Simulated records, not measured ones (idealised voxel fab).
process module | voxel capacitor over wiring
cross-section cut | 225 nm wide | cells 5 nm
A cross-section is a grid of square cells, given in bands from the top down. A band is one or more rows of cells.
Each band's line starts with the height of the band's top and of its bottom, in nm. Then come its materials from left to right, each with its width in nm. One material with "throughout" fills the band from edge to edge. "air" is empty space.
Height 0 is the level under which the wafer as received is all one material. The lowest band goes on downwards, as in "0 down".
A width such as "30 to 40" changes by the same amount from each row of cells to the next, from the band's top row to its bottom row.
"no change" after a step means that no cell of the cross-section changed.
closed voids: empty space of 8 cells or more with no open way to the top, each as width x height at its distance from the left edge, in nm
after a step's settings: what the simulator itself notes on the step
overlay nm, on a step with a mask: how far to the right of its planned place the mask lay; to the left if negative
plan
1 op RECEIVE | material Si
2 op CONFORMAL_DEP | material SiO2 | thk nm 15
3 op CONFORMAL_DEP | material SiN | thk nm 5
4 op DIRECTIONAL_DEP | material SiO2 | thk nm 25
5 op PATTERN | tone open | mask id METAL_1 | material resist | width nm 30 | pitch nm 80 | thk nm 15 | overlay nm 0
6 op DIRECTIONAL_ETCH | etch materials SiO2 | depth nm 25
7 op DIRECTIONAL_ETCH | etch materials SiN | depth nm 5
8 op STRIP | etch materials resist
9 op CONFORMAL_DEP | material TiN | thk nm 5
10 op FILL_DEP | material W | thk nm 10
11 op CMP | height nm 45
12 op CONFORMAL_DEP | material SiCN | thk nm 5
13 op DIRECTIONAL_DEP | material lowk | thk nm 15
14 op PATTERN | tone open | mask id PLUG_1 | material resist | width nm 15 | thk nm 20 | overlay nm 0
15 op DIRECTIONAL_ETCH | etch materials lowk | depth nm 15
16 op DIRECTIONAL_ETCH | etch materials SiCN | depth nm 5
17 op STRIP | etch materials resist
18 op EPI | material Ru | thk nm 10
19 op EPI | material Ru | thk nm 10
20 op DIRECTIONAL_DEP | material TiN | thk nm 10
21 op DIRECTIONAL_DEP | material HfO2 | thk nm 5
22 op DIRECTIONAL_DEP | material TiN | thk nm 10
23 op MASKED_ETCH | tone cover | mask id UPPER_PLATE | width nm 55 | etch materials TiN | depth nm 10 | overlay nm 0
24 op MASKED_ETCH | tone cover | mask id UPPER_PLATE | width nm 55 | etch materials HfO2 | depth nm 5 | overlay nm 0
25 op MASKED_ETCH | tone cover | mask id LOWER_PLATE | width nm 65 | etch materials TiN | depth nm 10 | overlay nm 0
26 op FILL_DEP | material SiO2 | thk nm 20
27 op CMP | height nm 105
28 op PATTERN | tone open | mask id PLUG_2 | material resist | width nm 15 | thk nm 15 | overlay nm 0
29 op DIRECTIONAL_ETCH | etch materials SiO2 | depth nm 15
30 op STRIP | etch materials resist
31 op CONFORMAL_DEP | material TiN | thk nm 5
32 op FILL_DEP | material Ru | thk nm 10
33 op CMP | height nm 105
34 op CONFORMAL_DEP | material SiN | thk nm 5
as received, after step 1
  0 down: Si throughout
  closed voids: none
first wafer at the end, as planned
  110 to 105: SiN throughout
  105 to 95: SiO2 80 | TiN 5 | Ru 5 | TiN 5 | SiO2 130
  95 to 90: SiO2 80 | TiN 15 | SiO2 130
  90 to 80: SiO2 70 | TiN 55 | SiO2 100
  80 to 75: SiO2 70 | HfO2 55 | SiO2 100
  75 to 65: SiO2 65 | TiN 65 | SiO2 95
  65 to 50: lowk 70 | Ru 15 | lowk 140
  50 to 45: SiCN 70 | Ru 15 | SiCN 140
  45 to 20: SiO2 55 | TiN 5 | W 20 | TiN 5 | SiO2 50 | TiN 5 | W 20 | TiN 5 | SiO2 60
  20 to 15: SiN 55 | TiN 30 | SiN 50 | TiN 30 | SiN 60
  15 to 0: SiO2 throughout
  0 down: Si throughout
  closed voids: none
second wafer at the end: like start, like plan, one mistake
  110 to 105: SiN throughout
  105 to 95: SiO2 80 | TiN 5 | Ru 5 | TiN 5 | SiO2 130
  95 to 90: SiO2 80 | TiN 15 | SiO2 130
  90 to 80: SiO2 70 | TiN 55 | SiO2 100
  80 to 70: SiO2 65 | TiN 65 | SiO2 95
  70 to 65: HfO2 throughout
  65 to 50: lowk 70 | Ru 15 | lowk 140
  50 to 45: SiCN 70 | Ru 15 | SiCN 140
  45 to 20: SiO2 55 | TiN 5 | W 20 | TiN 5 | SiO2 50 | TiN 5 | W 20 | TiN 5 | SiO2 60
  20 to 15: SiN 55 | TiN 30 | SiN 50 | TiN 30 | SiN 60
  15 to 0: SiO2 throughout
  0 down: Si throughout
  closed voids: none
what went wrong: steps 20 and 21 were swapped
at the end the second wafer has, in cells: 34 more of HfO2 | 34 fewer of SiO2
